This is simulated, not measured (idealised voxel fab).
Documented hereafter: the process module known as voxel gate over fins.
Xsec cut, 285 nm wide, square cell size 5 nm.
A cross-section is a grid of square cells, given in bands from the top down. A band is one or more rows of cells.
Per band: top height and bottom height in nm, followed by the left-to-right materials and their widths in nm; "throughout" marks a single material spanning edge to edge, "air" marks empty space.
Zero point of the height axis is 0; under it, received wafer = one material. Lowest band: continues down indefinitely, "0..down".
The expression "30 to 40" gives the width at the extremes of the band, the first number at its top row of cells and the second at its bottom row, with the width changing by equal amounts from each row to the next in between.
You'll sometimes find "nothing got changed" written for a step, and that's the way of saying that nowhere in the cross-section did a cell change during that step.
So "Sealed-off cavities" is basically the list of trapped voids: any empty space of 8 cells or more that can't reach the top through an opening. They're written width x height at distance, the distance being from the left edge, and it's all nm.
Post-settings text on a step line: simulator's own remark regarding the step.
overlay nm: mask right of planned place by this much (step with mask). Neg. = left.
[Process steps (planned)]
1,RECEIVE with material Si
2,CONFORMAL_DEP with material SiN, thk nm 10
3,PATTERN with tone cover, mask id FINS, material resist, width nm 15, pitch nm 40, thk nm 15, overlay nm 0
4,DIRECTIONAL_ETCH with etch materials SiN, depth nm 10
5,DIRECTIONAL_ETCH with etch materials Si, depth nm 30
6,STRIP with etch materials resist
7,FILL_DEP with material SiO2, thk nm 5
8,CMP with height nm 10
9,SELECTIVE_ETCH with etch materials SiO2, depth nm 25
10,STRIP with etch materials SiN
11,CONFORMAL_DEP with material HfO2, thk nm 5
12,CONFORMAL_DEP with material TiN, thk nm 5
13,FILL_DEP with material W, thk nm 10
14,CMP with height nm 15
15,CONFORMAL_DEP with material SiCN, thk nm 10
[Incoming wafer in cross-section (state: after step 1)]
* 0..down | Si throughout
* Sealed-off cavities: none
[Looking at the first of two wafers in cross-section at end of module - ran to plan]
* 25..15 | SiCN throughout
* 15..10 | W throughout
* 10..5 | 105 of W  35 of TiN  5 of W  35 of TiN  105 of W
* 5..0 | 105 of W  5 of TiN  25 of HfO2  5 of TiN  5 of W  5 of TiN  25 of HfO2  5 of TiN  105 of W
* 0..-5 | 105 of W  5 of TiN  5 of HfO2  15 of Si  5 of HfO2  5 of TiN  5 of W  5 of TiN  5 of HfO2  15 of Si  5 of HfO2  5 of TiN  105 of W
* -5..-10 | 110 of TiN  5 of HfO2  15 of Si  5 of HfO2  15 of TiN  5 of HfO2  15 of Si  5 of HfO2  110 of TiN
* -10..-15 | 115 of HfO2  15 of Si  25 of HfO2  15 of Si  115 of HfO2
* -15..-30 | 115 of SiO2  15 of Si  25 of SiO2  15 of Si  115 of SiO2
* -30..down | Si throughout
* Sealed-off cavities: none
[Here's the second of our two wafers sectioned at module end. Same start as the first, same plan, but one mistake got made running it]
* 25..15 | SiCN throughout
* 15..10 | W throughout
* 10..5 | 100 of W  85 of TiN  100 of W
* 5..0 | 100 of W  5 of TiN  35 of HfO2  5 of TiN  35 of HfO2  5 of TiN  100 of W
* 0..-5 | 100 of W  5 of TiN  5 of HfO2  25 of Si  5 of HfO2  5 of TiN  5 of HfO2  25 of Si  5 of HfO2  5 of TiN  100 of W
* -5..-10 | 105 of TiN  5 of HfO2  25 of Si  5 of HfO2  5 of TiN  5 of HfO2  25 of Si  5 of HfO2  105 of TiN
* -10..-15 | 110 of HfO2  25 of Si  15 of HfO2  25 of Si  110 of HfO2
* -15..-30 | 110 of SiO2  25 of Si  15 of SiO2  25 of Si  110 of SiO2
* -30..down | Si throughout
* Sealed-off cavities: none
The plan and the run diverged here: step 3 ran differently from the plan; actual operation with settings: PATTERN with tone cover, mask id FINS, material resist, width nm 25, pitch nm 40, thk nm 15, overlay nm 0
Looking at both finished wafers in cells, the second ends up ahead of or behind the first on some materials: Si +24 | SiO2 -12 | TiN -3 | W -9
